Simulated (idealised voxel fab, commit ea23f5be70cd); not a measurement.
Process module name: voxel self aligned vias
The figure presents cross-section cut, which has a width of 210 nm and is divided into square cells with an edge length of 5 nm.
A cross-section is written here as square cells arranged in a grid, and it is given in bands from the top down, each band taking up one or more rows of cells. Band: top height; bottom height; in nm. Then, left to right: material with width in nm, for each material. "edge to edge": a single material spanning edge to edge. "blank": empty space. All heights in this document are referenced to 0, defined as the level beneath which the wafer, as received, consists entirely of one material. The lowest band is not bounded below; it extends indefinitely downward and is written in the form "0 nm and below". When a width is written as two numbers, as in "30..40", the first number is the width in the top row of cells of the band and the second is the width in its bottom row, and the width changes by the same amount from each row to the next. When a step is marked "no alterations made", none of the cells in the cross-section changed during that step. Voids not open to the top, 8 cells minimum: see "Fully closed voids". Written width x height at distance; distance is from the left edge; nm. What comes after the settings on a step's line is commentary from the simulator itself on that step. If you see "overlay nm" on a step's line and that step has a mask, it's telling you how far right of where it was planned the mask ended up; a negative number means it went left instead.

[Planned process steps]
| 1 | RECEIVE [material Si] |
| 2 | CONFORMAL_DEP [material SiO2] [thk nm 10] |
| 3 | CONFORMAL_DEP [material SiCN] [thk nm 5] |
| 4 | DIRECTIONAL_DEP [material lowk] [thk nm 25] |
| 5 | MASKED_ETCH [tone open] [mask id LINES] [width nm 30] [pitch nm 60] [etch materials lowk] [depth nm 25] [overlay nm 0] |
| 6 | CONFORMAL_DEP [material TiN] [thk nm 5] |
| 7 | FILL_DEP [material W] [thk nm 10] |
| 8 | CMP [height nm 40] |
| 9 | SELECTIVE_ETCH [etch materials W Ru TiN] [depth nm 10] |
| 10 | FILL_DEP [material SiN] [thk nm 10] |
| 11 | CMP [height nm 40] |
| 12 | DIRECTIONAL_DEP [material lowk] [thk nm 20] |
| 13 | MASKED_ETCH [tone open] [mask id VIAS] [width nm 40] [pitch nm 60] [etch materials lowk] [depth nm 20] [overlay nm 0] |
| 14 | MASKED_ETCH [tone open] [mask id VIAS] [width nm 40] [pitch nm 60] [etch materials SiN] [depth nm 10] [overlay nm 0] |
| 15 | CONFORMAL_DEP [material TiN] [thk nm 5] |
| 16 | FILL_DEP [material Ru] [thk nm 5] |
| 17 | CMP [height nm 60] |
| 18 | CONFORMAL_DEP [material SiN] [thk nm 5] |

[Wafer as received: cross-section following step 1]
* 0 nm and below  Si edge to edge
* Fully closed voids: none

[Below is the wafer in cross-section after the module was completed. It began from the starting point shown above and followed the plan shown above, except that one mistake was made while running it]
* 65 nm to 60 nm  SiN edge to edge
* 60 nm to 40 nm  lowk=25 | TiN=5 | lowk=30 | TiN=5 | lowk=20 | TiN=5 | lowk=30 | TiN=5 | lowk=20 | TiN=5 | lowk=30 | TiN=5 | lowk=25
* 40 nm to 30 nm  lowk=30 | SiN=30 | lowk=30 | SiN=30 | lowk=30 | SiN=30 | lowk=30
* 30 nm to 20 nm  lowk=30 | TiN=5 | W=20 | TiN=5 | lowk=30 | TiN=5 | W=20 | TiN=5 | lowk=30 | TiN=5 | W=20 | TiN=5 | lowk=30
* 20 nm to 15 nm  lowk=30 | TiN=30 | lowk=30 | TiN=30 | lowk=30 | TiN=30 | lowk=30
* 15 nm to 10 nm  SiCN edge to edge
* 10 nm to 0 nm  SiO2 edge to edge
* 0 nm and below  Si edge to edge
* Fully closed voids: none
Error vs. plan: step 12 ran in the slot meant for step 13, and vice versa
